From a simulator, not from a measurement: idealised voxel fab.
This section sets out a process module, namely voxel released beams.
For reference, the cross-section in this document is cut, with width 260 nm and square cells of 5 nm.
Reading order for cross-sections: top band down to bottom band. Underlying form: a grid of square cells. Band size: one or more rows of cells.
Band: top height; bottom height; in nm. Then, left to right: material with width in nm, for each material. "throughout": a single material spanning edge to edge. "air": empty space.
Heights from 0 (as-received wafer is one material below). Bottom band endless downward, as "0 -> down".
Think of "30..40" as a width that walks from the first number to the second as you go down the band, top row to bottom row, taking equal-sized steps from row to row.
The designation "left unchanged", where it is given for a processing step, indicates that no cell of the cross-section was altered in the course of that step.
If an empty space has no open way to the top and is at least 8 cells in size, "Closed cavity list" lists it, written width x height at distance, where distance is measured from the left edge and every value is in nm.
On each step's line, the part that comes after the settings is the simulator's own comment on the step.
If you see "overlay nm" on a step's line and that step has a mask, it's telling you how far right of where it was planned the mask ended up; a negative number means it went left instead.
Process steps (planned):
1) RECEIVE [material Si]
2) CONFORMAL_DEP [material SiN] [thk nm 5]
3) DIRECTIONAL_DEP [material SiO2] [thk nm 20]
4) DIRECTIONAL_DEP [material aC] [thk nm 15]
5) PATTERN [tone open] [mask id ANCHOR] [material resist] [width nm 25] [thk nm 30] [overlay nm 0]
6) DIRECTIONAL_ETCH [etch materials aC] [depth nm 15]
7) STRIP [etch materials resist]
8) DIRECTIONAL_ETCH [etch materials SiO2] [depth nm 20]
9) STRIP [etch materials aC]
10) CONFORMAL_DEP [material W] [thk nm 10]
11) PATTERN [tone cover] [mask id BEAM] [material resist] [width nm 80] [thk nm 15] [overlay nm 0]
12) DIRECTIONAL_ETCH [etch materials W] [depth nm 5]
13) STRIP [etch materials resist]
14) STRIP [etch materials SiO2]
It is noted that the wafers described herein are identical at the outset and are distinguished by the depth nm of step 12; the value stated in the plan corresponds to the first wafer.
The first of several wafers as received, shown in cross-section; this is its state after step 1:
- 0 -> down  Si throughout
- Closed cavity list: none
What follows is a table in which each wafer occupies a row; for the wafer as it stands at the close of the module, the row states, material by material, how many cells have been gained (+) or lost (-) since receipt, and then gives its closed voids:
depth nm 5 | +52 SiN | +188 SiO2 | +84 W | Closed cavity list: none
depth nm 10 | +52 SiN | +48 W | Closed cavity list: none
depth nm 15 | +52 SiN | +48 W | Closed cavity list: none
depth nm 20 | +52 SiN | +48 W | Closed cavity list: none
depth nm 25 | +52 SiN | +48 W | Closed cavity list: none
